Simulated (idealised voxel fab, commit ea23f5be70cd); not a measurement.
process module | voxel wiring stack
cross-section cut | 195 nm wide | cells 5 nm
A cross-section is a grid of square cells, given in bands from the top down. A band is one or more rows of cells.
Each band's line starts with the height of the band's top and of its bottom, in nm. Then come its materials from left to right, each with its width in nm. One material with "throughout" fills the band from edge to edge. "air" is empty space.
Height 0 is the level under which the wafer as received is all one material. The lowest band goes on downwards, as in "0 down".
A width such as "30 to 40" changes by the same amount from each row of cells to the next, from the band's top row to its bottom row.
"no change" after a step means that no cell of the cross-section changed.
closed voids: empty space of 8 cells or more with no open way to the top, each as width x height at its distance from the left edge, in nm
after a step's settings: what the simulator itself notes on the step
overlay nm, on a step with a mask: how far to the right of its planned place the mask lay; to the left if negative
plan
1 op RECEIVE | material Si
2 op CONFORMAL_DEP | material SiO2 | thk nm 15
3 op CONFORMAL_DEP | material SiN | thk nm 5
4 op DIRECTIONAL_DEP | material SiO2 | thk nm 25
5 op DIRECTIONAL_DEP | material aC | thk nm 10
6 op PATTERN | tone open | mask id METAL_1 | material resist | width nm 25 | pitch nm 45 | thk nm 25 | overlay nm 0
7 op DIRECTIONAL_ETCH | etch materials aC | depth nm 10
8 op STRIP | etch materials resist
9 op DIRECTIONAL_ETCH | etch materials SiO2 | depth nm 25
10 op DIRECTIONAL_ETCH | etch materials SiN | depth nm 5
11 op STRIP | etch materials aC
12 op CONFORMAL_DEP | material TiN | thk nm 5
13 op FILL_DEP | material Ru | thk nm 5
14 op CMP | height nm 45
15 op EPI | material Ru | thk nm 5
16 op FILL_DEP | material SiCN | thk nm 5
17 op DIRECTIONAL_DEP | material SiO2 | thk nm 30
18 op DIRECTIONAL_DEP | material aC | thk nm 15
19 op PATTERN | tone open | mask id METAL_2 | material resist | width nm 25 | pitch nm 45 | thk nm 30 | overlay nm 0
20 op DIRECTIONAL_ETCH | etch materials aC | depth nm 15
21 op STRIP | etch materials resist
22 op DIRECTIONAL_ETCH | etch materials SiO2 | depth nm 15
23 op STRIP | etch materials aC
24 op DIRECTIONAL_DEP | material aC | thk nm 10
25 op PATTERN | tone open | mask id METAL_2_HOLES | material resist | width nm 15 | pitch nm 90 | thk nm 30 | overlay nm 0
26 op DIRECTIONAL_ETCH | etch materials aC | depth nm 10
27 op STRIP | etch materials resist
28 op DIRECTIONAL_ETCH | etch materials SiO2 | depth nm 15
29 op DIRECTIONAL_ETCH | etch materials SiCN | depth nm 5
30 op STRIP | etch materials aC
31 op CONFORMAL_DEP | material TiN | thk nm 5
32 op FILL_DEP | material Cu | thk nm 5
33 op CMP | height nm 85
34 op CONFORMAL_DEP | material SiCN | thk nm 5
35 op DIRECTIONAL_DEP | material lowk | thk nm 10
36 op DIRECTIONAL_DEP | material aC | thk nm 15
37 op PATTERN | tone open | mask id PLUG_2 | material resist | width nm 15 | pitch nm 45 | thk nm 30 | overlay nm 0
38 op DIRECTIONAL_ETCH | etch materials aC | depth nm 15
39 op STRIP | etch materials resist
40 op DIRECTIONAL_ETCH | etch materials lowk | depth nm 10
41 op DIRECTIONAL_ETCH | etch materials SiCN | depth nm 5
42 op STRIP | etch materials aC
43 op CONFORMAL_DEP | material TiN | thk nm 5
44 op FILL_DEP | material Ru | thk nm 10
45 op CMP | height nm 100
46 op DIRECTIONAL_DEP | material TiN | thk nm 5
47 op DIRECTIONAL_DEP | material W | thk nm 15
48 op MASKED_ETCH | tone cover | mask id METAL_3 | width nm 25 | pitch nm 45 | etch materials W | depth nm 15 | overlay nm 0
49 op MASKED_ETCH | tone cover | mask id METAL_3 | width nm 25 | pitch nm 45 | etch materials TiN | depth nm 5 | overlay nm 0
50 op CONFORMAL_DEP | material SiN | thk nm 5
51 op FILL_DEP | material lowk | thk nm 5
52 op CMP | height nm 120
53 op CONFORMAL_DEP | material SiN | thk nm 5
first wafer, as planned
as received, after step 1
  0 down: Si throughout
  closed voids: none
after step 2
  15 to 0: SiO2 throughout
  below 0: unchanged
after step 3
  20 to 15: SiN throughout
  below 15: unchanged
after step 4
  45 to 20: SiO2 throughout
  below 20: unchanged
after step 5
  55 to 45: aC throughout
  below 45: unchanged
after step 6
  80 to 55: resist 40 | air 25 | resist 20 | air 25 | resist 20 | air 25 | resist 40
  below 55: unchanged
after step 7
  70 to 55: resist 40 | air 25 | resist 20 | air 25 | resist 20 | air 25 | resist 40
  55 to 45: aC 40 | air 25 | aC 20 | air 25 | aC 20 | air 25 | aC 40
  below 45: unchanged
after step 8
  55 to 45: aC 40 | air 25 | aC 20 | air 25 | aC 20 | air 25 | aC 40
  below 45: unchanged
after step 9
  55 to 45: aC 40 | air 25 | aC 20 | air 25 | aC 20 | air 25 | aC 40
  45 to 20: SiO2 40 | air 25 | SiO2 20 | air 25 | SiO2 20 | air 25 | SiO2 40
  below 20: unchanged
after step 10
  55 to 45: aC 40 | air 25 | aC 20 | air 25 | aC 20 | air 25 | aC 40
  45 to 20: SiO2 40 | air 25 | SiO2 20 | air 25 | SiO2 20 | air 25 | SiO2 40
  20 to 15: SiN 40 | air 25 | SiN 20 | air 25 | SiN 20 | air 25 | SiN 40
  below 15: unchanged
after step 11
  45 to 20: SiO2 40 | air 25 | SiO2 20 | air 25 | SiO2 20 | air 25 | SiO2 40
  below 20: unchanged
after step 12
  50 to 45: TiN 45 | air 15 | TiN 30 | air 15 | TiN 30 | air 15 | TiN 45
  45 to 20: SiO2 40 | TiN 5 | air 15 | TiN 5 | SiO2 20 | TiN 5 | air 15 | TiN 5 | SiO2 20 | TiN 5 | air 15 | TiN 5 | SiO2 40
  20 to 15: SiN 40 | TiN 25 | SiN 20 | TiN 25 | SiN 20 | TiN 25 | SiN 40
  below 15: unchanged
after step 13
  55 to 50: Ru throughout
  50 to 45: TiN 45 | Ru 15 | TiN 30 | Ru 15 | TiN 30 | Ru 15 | TiN 45
  45 to 20: SiO2 40 | TiN 5 | Ru 15 | TiN 5 | SiO2 20 | TiN 5 | Ru 15 | TiN 5 | SiO2 20 | TiN 5 | Ru 15 | TiN 5 | SiO2 40
  below 20: unchanged
after step 14
  45 to 20: SiO2 40 | TiN 5 | Ru 15 | TiN 5 | SiO2 20 | TiN 5 | Ru 15 | TiN 5 | SiO2 20 | TiN 5 | Ru 15 | TiN 5 | SiO2 40
  below 20: unchanged
after step 15
  50 to 45: air 35 | Ru 35 | air 10 | Ru 35 | air 10 | Ru 35 | air 35
  below 45: unchanged
after step 16
  55 to 50: SiCN throughout
  50 to 45: SiCN 35 | Ru 35 | SiCN 10 | Ru 35 | SiCN 10 | Ru 35 | SiCN 35
  below 45: unchanged
after step 17
  85 to 55: SiO2 throughout
  below 55: unchanged
after step 18
  100 to 85: aC throughout
  below 85: unchanged
after step 19
  130 to 100: resist 40 | air 25 | resist 20 | air 25 | resist 20 | air 25 | resist 40
  below 100: unchanged
after step 20
  115 to 100: resist 40 | air 25 | resist 20 | air 25 | resist 20 | air 25 | resist 40
  100 to 85: aC 40 | air 25 | aC 20 | air 25 | aC 20 | air 25 | aC 40
  below 85: unchanged
after step 21
  100 to 85: aC 40 | air 25 | aC 20 | air 25 | aC 20 | air 25 | aC 40
  below 85: unchanged
after step 22
  100 to 85: aC 40 | air 25 | aC 20 | air 25 | aC 20 | air 25 | aC 40
  85 to 70: SiO2 40 | air 25 | SiO2 20 | air 25 | SiO2 20 | air 25 | SiO2 40
  below 70: unchanged
after step 23
  85 to 70: SiO2 40 | air 25 | SiO2 20 | air 25 | SiO2 20 | air 25 | SiO2 40
  below 70: unchanged
after step 24
  95 to 85: aC 40 | air 25 | aC 20 | air 25 | aC 20 | air 25 | aC 40
  85 to 80: SiO2 40 | air 25 | SiO2 20 | air 25 | SiO2 20 | air 25 | SiO2 40
  80 to 70: SiO2 40 | aC 25 | SiO2 20 | aC 25 | SiO2 20 | aC 25 | SiO2 40
  below 70: unchanged
after step 25
  125 to 95: resist 40 | air 15 | resist 75 | air 15 | resist 50
  95 to 85: aC 40 | air 15 | resist 10 | aC 20 | resist 25 | aC 20 | air 15 | resist 10 | aC 40
  85 to 80: SiO2 40 | air 15 | resist 10 | SiO2 20 | resist 25 | SiO2 20 | air 15 | resist 10 | SiO2 40
  below 80: unchanged
after step 26
  115 to 95: resist 40 | air 15 | resist 75 | air 15 | resist 50
  95 to 85: aC 40 | air 15 | resist 10 | aC 20 | resist 25 | aC 20 | air 15 | resist 10 | aC 40
  85 to 80: SiO2 40 | air 15 | resist 10 | SiO2 20 | resist 25 | SiO2 20 | air 15 | resist 10 | SiO2 40
  80 to 70: SiO2 40 | air 15 | aC 10 | SiO2 20 | aC 25 | SiO2 20 | air 15 | aC 10 | SiO2 40
  below 70: unchanged
after step 27
  95 to 85: aC 40 | air 25 | aC 20 | air 25 | aC 20 | air 25 | aC 40
  85 to 80: SiO2 40 | air 25 | SiO2 20 | air 25 | SiO2 20 | air 25 | SiO2 40
  below 80: unchanged
after step 28
  95 to 85: aC 40 | air 25 | aC 20 | air 25 | aC 20 | air 25 | aC 40
  85 to 80: SiO2 40 | air 25 | SiO2 20 | air 25 | SiO2 20 | air 25 | SiO2 40
  80 to 70: SiO2 40 | air 15 | aC 10 | SiO2 20 | aC 25 | SiO2 20 | air 15 | aC 10 | SiO2 40
  70 to 55: SiO2 40 | air 15 | SiO2 75 | air 15 | SiO2 50
  below 55: unchanged
after step 29
  95 to 85: aC 40 | air 25 | aC 20 | air 25 | aC 20 | air 25 | aC 40
  85 to 80: SiO2 40 | air 25 | SiO2 20 | air 25 | SiO2 20 | air 25 | SiO2 40
  80 to 70: SiO2 40 | air 15 | aC 10 | SiO2 20 | aC 25 | SiO2 20 | air 15 | aC 10 | SiO2 40
  70 to 55: SiO2 40 | air 15 | SiO2 75 | air 15 | SiO2 50
  55 to 50: SiCN 40 | air 15 | SiCN 75 | air 15 | SiCN 50
  below 50: unchanged
after step 30
  85 to 70: SiO2 40 | air 25 | SiO2 20 | air 25 | SiO2 20 | air 25 | SiO2 40
  below 70: unchanged
after step 31
  90 to 85: TiN 45 | air 15 | TiN 30 | air 15 | TiN 30 | air 15 | TiN 45
  85 to 75: SiO2 40 | TiN 5 | air 15 | TiN 5 | SiO2 20 | TiN 5 | air 15 | TiN 5 | SiO2 20 | TiN 5 | air 15 | TiN 5 | SiO2 40
  75 to 70: SiO2 40 | TiN 5 | air 5 | TiN 15 | SiO2 20 | TiN 25 | SiO2 20 | TiN 5 | air 5 | TiN 15 | SiO2 40
  70 to 55: SiO2 40 | TiN 5 | air 5 | TiN 5 | SiO2 75 | TiN 5 | air 5 | TiN 5 | SiO2 50
  55 to 50: SiCN 40 | TiN 15 | SiCN 75 | TiN 15 | SiCN 50
  below 50: unchanged
after step 32
  95 to 90: Cu throughout
  90 to 85: TiN 45 | Cu 15 | TiN 30 | Cu 15 | TiN 30 | Cu 15 | TiN 45
  85 to 75: SiO2 40 | TiN 5 | Cu 15 | TiN 5 | SiO2 20 | TiN 5 | Cu 15 | TiN 5 | SiO2 20 | TiN 5 | Cu 15 | TiN 5 | SiO2 40
  75 to 70: SiO2 40 | TiN 5 | Cu 5 | TiN 15 | SiO2 20 | TiN 25 | SiO2 20 | TiN 5 | Cu 5 | TiN 15 | SiO2 40
  70 to 55: SiO2 40 | TiN 5 | Cu 5 | TiN 5 | SiO2 75 | TiN 5 | Cu 5 | TiN 5 | SiO2 50
  below 55: unchanged
after step 33
  85 to 75: SiO2 40 | TiN 5 | Cu 15 | TiN 5 | SiO2 20 | TiN 5 | Cu 15 | TiN 5 | SiO2 20 | TiN 5 | Cu 15 | TiN 5 | SiO2 40
  below 75: unchanged
after step 34
  90 to 85: SiCN throughout
  below 85: unchanged
after step 35
  100 to 90: lowk throughout
  below 90: unchanged
after step 36
  115 to 100: aC throughout
  below 100: unchanged
after step 37
  145 to 115: resist 40 | air 15 | resist 30 | air 15 | resist 30 | air 15 | resist 50
  below 115: unchanged
after step 38
  130 to 115: resist 40 | air 15 | resist 30 | air 15 | resist 30 | air 15 | resist 50
  115 to 100: aC 40 | air 15 | aC 30 | air 15 | aC 30 | air 15 | aC 50
  below 100: unchanged
after step 39
  115 to 100: aC 40 | air 15 | aC 30 | air 15 | aC 30 | air 15 | aC 50
  below 100: unchanged
after step 40
  115 to 100: aC 40 | air 15 | aC 30 | air 15 | aC 30 | air 15 | aC 50
  100 to 90: lowk 40 | air 15 | lowk 30 | air 15 | lowk 30 | air 15 | lowk 50
  below 90: unchanged
after step 41
  115 to 100: aC 40 | air 15 | aC 30 | air 15 | aC 30 | air 15 | aC 50
  100 to 90: lowk 40 | air 15 | lowk 30 | air 15 | lowk 30 | air 15 | lowk 50
  90 to 85: SiCN 40 | air 15 | SiCN 30 | air 15 | SiCN 30 | air 15 | SiCN 50
  below 85: unchanged
after step 42
  100 to 90: lowk 40 | air 15 | lowk 30 | air 15 | lowk 30 | air 15 | lowk 50
  below 90: unchanged
after step 43
  105 to 100: TiN 45 | air 5 | TiN 40 | air 5 | TiN 40 | air 5 | TiN 55
  100 to 90: lowk 40 | TiN 5 | air 5 | TiN 5 | lowk 30 | TiN 5 | air 5 | TiN 5 | lowk 30 | TiN 5 | air 5 | TiN 5 | lowk 50
  90 to 85: SiCN 40 | TiN 15 | SiCN 30 | TiN 15 | SiCN 30 | TiN 15 | SiCN 50
  below 85: unchanged
after step 44
  115 to 105: Ru throughout
  105 to 100: TiN 45 | Ru 5 | TiN 40 | Ru 5 | TiN 40 | Ru 5 | TiN 55
  100 to 90: lowk 40 | TiN 5 | Ru 5 | TiN 5 | lowk 30 | TiN 5 | Ru 5 | TiN 5 | lowk 30 | TiN 5 | Ru 5 | TiN 5 | lowk 50
  below 90: unchanged
after step 45
  100 to 90: lowk 40 | TiN 5 | Ru 5 | TiN 5 | lowk 30 | TiN 5 | Ru 5 | TiN 5 | lowk 30 | TiN 5 | Ru 5 | TiN 5 | lowk 50
  below 90: unchanged
after step 46
  105 to 100: TiN throughout
  below 100: unchanged
after step 47
  120 to 105: W throughout
  below 105: unchanged
after step 48
  120 to 105: air 40 | W 25 | air 20 | W 25 | air 20 | W 25 | air 40
  below 105: unchanged
after step 49
  120 to 105: air 40 | W 25 | air 20 | W 25 | air 20 | W 25 | air 40
  105 to 100: air 40 | TiN 25 | air 20 | TiN 25 | air 20 | TiN 25 | air 40
  below 100: unchanged
after step 50
  125 to 120: air 35 | SiN 35 | air 10 | SiN 35 | air 10 | SiN 35 | air 35
  120 to 105: air 35 | SiN 5 | W 25 | SiN 5 | air 10 | SiN 5 | W 25 | SiN 5 | air 10 | SiN 5 | W 25 | SiN 5 | air 35
  105 to 100: SiN 40 | TiN 25 | SiN 20 | TiN 25 | SiN 20 | TiN 25 | SiN 40
  below 100: unchanged
after step 51
  130 to 125: lowk throughout
  125 to 120: lowk 35 | SiN 35 | lowk 10 | SiN 35 | lowk 10 | SiN 35 | lowk 35
  120 to 105: lowk 35 | SiN 5 | W 25 | SiN 5 | lowk 10 | SiN 5 | W 25 | SiN 5 | lowk 10 | SiN 5 | W 25 | SiN 5 | lowk 35
  below 105: unchanged
after step 52
  120 to 105: lowk 35 | SiN 5 | W 25 | SiN 5 | lowk 10 | SiN 5 | W 25 | SiN 5 | lowk 10 | SiN 5 | W 25 | SiN 5 | lowk 35
  below 105: unchanged
after step 53
  125 to 120: SiN throughout
  below 120: unchanged
second wafer: like start, like plan, one mistake. Through step 1 it matches the first wafer
when step 2 should have ended
  30 to 0: SiO2 throughout
  below 0: unchanged
when step 3 should have ended
  35 to 30: SiN throughout
  below 30: unchanged
when step 4 should have ended
  60 to 35: SiO2 throughout
  below 35: unchanged
when step 5 should have ended
  70 to 60: aC throughout
  below 60: unchanged
when step 6 should have ended
  95 to 70: resist 40 | air 25 | resist 20 | air 25 | resist 20 | air 25 | resist 40
  below 70: unchanged
when step 7 should have ended
  85 to 70: resist 40 | air 25 | resist 20 | air 25 | resist 20 | air 25 | resist 40
  70 to 60: aC 40 | air 25 | aC 20 | air 25 | aC 20 | air 25 | aC 40
  below 60: unchanged
when step 8 should have ended
  70 to 60: aC 40 | air 25 | aC 20 | air 25 | aC 20 | air 25 | aC 40
  below 60: unchanged
when step 9 should have ended
  70 to 60: aC 40 | air 25 | aC 20 | air 25 | aC 20 | air 25 | aC 40
  60 to 35: SiO2 40 | air 25 | SiO2 20 | air 25 | SiO2 20 | air 25 | SiO2 40
  below 35: unchanged
when step 10 should have ended
  70 to 60: aC 40 | air 25 | aC 20 | air 25 | aC 20 | air 25 | aC 40
  60 to 35: SiO2 40 | air 25 | SiO2 20 | air 25 | SiO2 20 | air 25 | SiO2 40
  35 to 30: SiN 40 | air 25 | SiN 20 | air 25 | SiN 20 | air 25 | SiN 40
  below 30: unchanged
when step 11 should have ended
  60 to 35: SiO2 40 | air 25 | SiO2 20 | air 25 | SiO2 20 | air 25 | SiO2 40
  below 35: unchanged
when step 12 should have ended
  65 to 60: TiN 45 | air 15 | TiN 30 | air 15 | TiN 30 | air 15 | TiN 45
  60 to 35: SiO2 40 | TiN 5 | air 15 | TiN 5 | SiO2 20 | TiN 5 | air 15 | TiN 5 | SiO2 20 | TiN 5 | air 15 | TiN 5 | SiO2 40
  35 to 30: SiN 40 | TiN 25 | SiN 20 | TiN 25 | SiN 20 | TiN 25 | SiN 40
  below 30: unchanged
when step 13 should have ended
  70 to 65: Ru throughout
  65 to 60: TiN 45 | Ru 15 | TiN 30 | Ru 15 | TiN 30 | Ru 15 | TiN 45
  60 to 35: SiO2 40 | TiN 5 | Ru 15 | TiN 5 | SiO2 20 | TiN 5 | Ru 15 | TiN 5 | SiO2 20 | TiN 5 | Ru 15 | TiN 5 | SiO2 40
  below 35: unchanged
when step 14 should have ended
  45 to 35: SiO2 40 | TiN 5 | Ru 15 | TiN 5 | SiO2 20 | TiN 5 | Ru 15 | TiN 5 | SiO2 20 | TiN 5 | Ru 15 | TiN 5 | SiO2 40
  below 35: unchanged
when step 15 should have ended
  50 to 45: air 35 | Ru 35 | air 10 | Ru 35 | air 10 | Ru 35 | air 35
  below 45: unchanged
when step 16 should have ended
  55 to 50: SiCN throughout
  50 to 45: SiCN 35 | Ru 35 | SiCN 10 | Ru 35 | SiCN 10 | Ru 35 | SiCN 35
  below 45: unchanged
when step 17 should have ended
  85 to 55: SiO2 throughout
  below 55: unchanged
when step 18 should have ended
  100 to 85: aC throughout
  below 85: unchanged
when step 19 should have ended
  130 to 100: resist 40 | air 25 | resist 20 | air 25 | resist 20 | air 25 | resist 40
  below 100: unchanged
when step 20 should have ended
  115 to 100: resist 40 | air 25 | resist 20 | air 25 | resist 20 | air 25 | resist 40
  100 to 85: aC 40 | air 25 | aC 20 | air 25 | aC 20 | air 25 | aC 40
  below 85: unchanged
when step 21 should have ended
  100 to 85: aC 40 | air 25 | aC 20 | air 25 | aC 20 | air 25 | aC 40
  below 85: unchanged
when step 22 should have ended
  100 to 85: aC 40 | air 25 | aC 20 | air 25 | aC 20 | air 25 | aC 40
  85 to 70: SiO2 40 | air 25 | SiO2 20 | air 25 | SiO2 20 | air 25 | SiO2 40
  below 70: unchanged
when step 23 should have ended
  85 to 70: SiO2 40 | air 25 | SiO2 20 | air 25 | SiO2 20 | air 25 | SiO2 40
  below 70: unchanged
when step 24 should have ended
  95 to 85: aC 40 | air 25 | aC 20 | air 25 | aC 20 | air 25 | aC 40
  85 to 80: SiO2 40 | air 25 | SiO2 20 | air 25 | SiO2 20 | air 25 | SiO2 40
  80 to 70: SiO2 40 | aC 25 | SiO2 20 | aC 25 | SiO2 20 | aC 25 | SiO2 40
  below 70: unchanged
when step 25 should have ended
  125 to 95: resist 40 | air 15 | resist 75 | air 15 | resist 50
  95 to 85: aC 40 | air 15 | resist 10 | aC 20 | resist 25 | aC 20 | air 15 | resist 10 | aC 40
  85 to 80: SiO2 40 | air 15 | resist 10 | SiO2 20 | resist 25 | SiO2 20 | air 15 | resist 10 | SiO2 40
  below 80: unchanged
when step 26 should have ended
  115 to 95: resist 40 | air 15 | resist 75 | air 15 | resist 50
  95 to 85: aC 40 | air 15 | resist 10 | aC 20 | resist 25 | aC 20 | air 15 | resist 10 | aC 40
  85 to 80: SiO2 40 | air 15 | resist 10 | SiO2 20 | resist 25 | SiO2 20 | air 15 | resist 10 | SiO2 40
  80 to 70: SiO2 40 | air 15 | aC 10 | SiO2 20 | aC 25 | SiO2 20 | air 15 | aC 10 | SiO2 40
  below 70: unchanged
when step 27 should have ended
  95 to 85: aC 40 | air 25 | aC 20 | air 25 | aC 20 | air 25 | aC 40
  85 to 80: SiO2 40 | air 25 | SiO2 20 | air 25 | SiO2 20 | air 25 | SiO2 40
  below 80: unchanged
when step 28 should have ended
  95 to 85: aC 40 | air 25 | aC 20 | air 25 | aC 20 | air 25 | aC 40
  85 to 80: SiO2 40 | air 25 | SiO2 20 | air 25 | SiO2 20 | air 25 | SiO2 40
  80 to 70: SiO2 40 | air 15 | aC 10 | SiO2 20 | aC 25 | SiO2 20 | air 15 | aC 10 | SiO2 40
  70 to 55: SiO2 40 | air 15 | SiO2 75 | air 15 | SiO2 50
  below 55: unchanged
when step 29 should have ended
  95 to 85: aC 40 | air 25 | aC 20 | air 25 | aC 20 | air 25 | aC 40
  85 to 80: SiO2 40 | air 25 | SiO2 20 | air 25 | SiO2 20 | air 25 | SiO2 40
  80 to 70: SiO2 40 | air 15 | aC 10 | SiO2 20 | aC 25 | SiO2 20 | air 15 | aC 10 | SiO2 40
  70 to 55: SiO2 40 | air 15 | SiO2 75 | air 15 | SiO2 50
  55 to 50: SiCN 40 | air 15 | SiCN 75 | air 15 | SiCN 50
  below 50: unchanged
when step 30 should have ended
  85 to 70: SiO2 40 | air 25 | SiO2 20 | air 25 | SiO2 20 | air 25 | SiO2 40
  below 70: unchanged
when step 31 should have ended
  90 to 85: TiN 45 | air 15 | TiN 30 | air 15 | TiN 30 | air 15 | TiN 45
  85 to 75: SiO2 40 | TiN 5 | air 15 | TiN 5 | SiO2 20 | TiN 5 | air 15 | TiN 5 | SiO2 20 | TiN 5 | air 15 | TiN 5 | SiO2 40
  75 to 70: SiO2 40 | TiN 5 | air 5 | TiN 15 | SiO2 20 | TiN 25 | SiO2 20 | TiN 5 | air 5 | TiN 15 | SiO2 40
  70 to 55: SiO2 40 | TiN 5 | air 5 | TiN 5 | SiO2 75 | TiN 5 | air 5 | TiN 5 | SiO2 50
  55 to 50: SiCN 40 | TiN 15 | SiCN 75 | TiN 15 | SiCN 50
  below 50: unchanged
when step 32 should have ended
  95 to 90: Cu throughout
  90 to 85: TiN 45 | Cu 15 | TiN 30 | Cu 15 | TiN 30 | Cu 15 | TiN 45
  85 to 75: SiO2 40 | TiN 5 | Cu 15 | TiN 5 | SiO2 20 | TiN 5 | Cu 15 | TiN 5 | SiO2 20 | TiN 5 | Cu 15 | TiN 5 | SiO2 40
  75 to 70: SiO2 40 | TiN 5 | Cu 5 | TiN 15 | SiO2 20 | TiN 25 | SiO2 20 | TiN 5 | Cu 5 | TiN 15 | SiO2 40
  70 to 55: SiO2 40 | TiN 5 | Cu 5 | TiN 5 | SiO2 75 | TiN 5 | Cu 5 | TiN 5 | SiO2 50
  below 55: unchanged
when step 33 should have ended
  85 to 75: SiO2 40 | TiN 5 | Cu 15 | TiN 5 | SiO2 20 | TiN 5 | Cu 15 | TiN 5 | SiO2 20 | TiN 5 | Cu 15 | TiN 5 | SiO2 40
  below 75: unchanged
when step 34 should have ended
  90 to 85: SiCN throughout
  below 85: unchanged
when step 35 should have ended
  100 to 90: lowk throughout
  below 90: unchanged
when step 36 should have ended
  115 to 100: aC throughout
  below 100: unchanged
when step 37 should have ended
  145 to 115: resist 40 | air 15 | resist 30 | air 15 | resist 30 | air 15 | resist 50
  below 115: unchanged
when step 38 should have ended
  130 to 115: resist 40 | air 15 | resist 30 | air 15 | resist 30 | air 15 | resist 50
  115 to 100: aC 40 | air 15 | aC 30 | air 15 | aC 30 | air 15 | aC 50
  below 100: unchanged
when step 39 should have ended
  115 to 100: aC 40 | air 15 | aC 30 | air 15 | aC 30 | air 15 | aC 50
  below 100: unchanged
when step 40 should have ended
  115 to 100: aC 40 | air 15 | aC 30 | air 15 | aC 30 | air 15 | aC 50
  100 to 90: lowk 40 | air 15 | lowk 30 | air 15 | lowk 30 | air 15 | lowk 50
  below 90: unchanged
when step 41 should have ended
  115 to 100: aC 40 | air 15 | aC 30 | air 15 | aC 30 | air 15 | aC 50
  100 to 90: lowk 40 | air 15 | lowk 30 | air 15 | lowk 30 | air 15 | lowk 50
  90 to 85: SiCN 40 | air 15 | SiCN 30 | air 15 | SiCN 30 | air 15 | SiCN 50
  below 85: unchanged
when step 42 should have ended
  100 to 90: lowk 40 | air 15 | lowk 30 | air 15 | lowk 30 | air 15 | lowk 50
  below 90: unchanged
when step 43 should have ended
  105 to 100: TiN 45 | air 5 | TiN 40 | air 5 | TiN 40 | air 5 | TiN 55
  100 to 90: lowk 40 | TiN 5 | air 5 | TiN 5 | lowk 30 | TiN 5 | air 5 | TiN 5 | lowk 30 | TiN 5 | air 5 | TiN 5 | lowk 50
  90 to 85: SiCN 40 | TiN 15 | SiCN 30 | TiN 15 | SiCN 30 | TiN 15 | SiCN 50
  below 85: unchanged
when step 44 should have ended
  115 to 105: Ru throughout
  105 to 100: TiN 45 | Ru 5 | TiN 40 | Ru 5 | TiN 40 | Ru 5 | TiN 55
  100 to 90: lowk 40 | TiN 5 | Ru 5 | TiN 5 | lowk 30 | TiN 5 | Ru 5 | TiN 5 | lowk 30 | TiN 5 | Ru 5 | TiN 5 | lowk 50
  below 90: unchanged
when step 45 should have ended
  100 to 90: lowk 40 | TiN 5 | Ru 5 | TiN 5 | lowk 30 | TiN 5 | Ru 5 | TiN 5 | lowk 30 | TiN 5 | Ru 5 | TiN 5 | lowk 50
  below 90: unchanged
when step 46 should have ended
  105 to 100: TiN throughout
  below 100: unchanged
when step 47 should have ended
  120 to 105: W throughout
  below 105: unchanged
when step 48 should have ended
  120 to 105: air 40 | W 25 | air 20 | W 25 | air 20 | W 25 | air 40
  below 105: unchanged
when step 49 should have ended
  120 to 105: air 40 | W 25 | air 20 | W 25 | air 20 | W 25 | air 40
  105 to 100: air 40 | TiN 25 | air 20 | TiN 25 | air 20 | TiN 25 | air 40
  below 100: unchanged
when step 50 should have ended
  125 to 120: air 35 | SiN 35 | air 10 | SiN 35 | air 10 | SiN 35 | air 35
  120 to 105: air 35 | SiN 5 | W 25 | SiN 5 | air 10 | SiN 5 | W 25 | SiN 5 | air 10 | SiN 5 | W 25 | SiN 5 | air 35
  105 to 100: SiN 40 | TiN 25 | SiN 20 | TiN 25 | SiN 20 | TiN 25 | SiN 40
  below 100: unchanged
when step 51 should have ended
  130 to 125: lowk throughout
  125 to 120: lowk 35 | SiN 35 | lowk 10 | SiN 35 | lowk 10 | SiN 35 | lowk 35
  120 to 105: lowk 35 | SiN 5 | W 25 | SiN 5 | lowk 10 | SiN 5 | W 25 | SiN 5 | lowk 10 | SiN 5 | W 25 | SiN 5 | lowk 35
  below 105: unchanged
when step 52 should have ended
  120 to 105: lowk 35 | SiN 5 | W 25 | SiN 5 | lowk 10 | SiN 5 | W 25 | SiN 5 | lowk 10 | SiN 5 | W 25 | SiN 5 | lowk 35
  below 105: unchanged
when step 53 should have ended
  125 to 120: SiN throughout
  below 120: unchanged
what went wrong: step 2 was run twice
at the end the second wafer has, in cells: 27 fewer of Ru | 45 more of SiO2 | 18 fewer of TiN
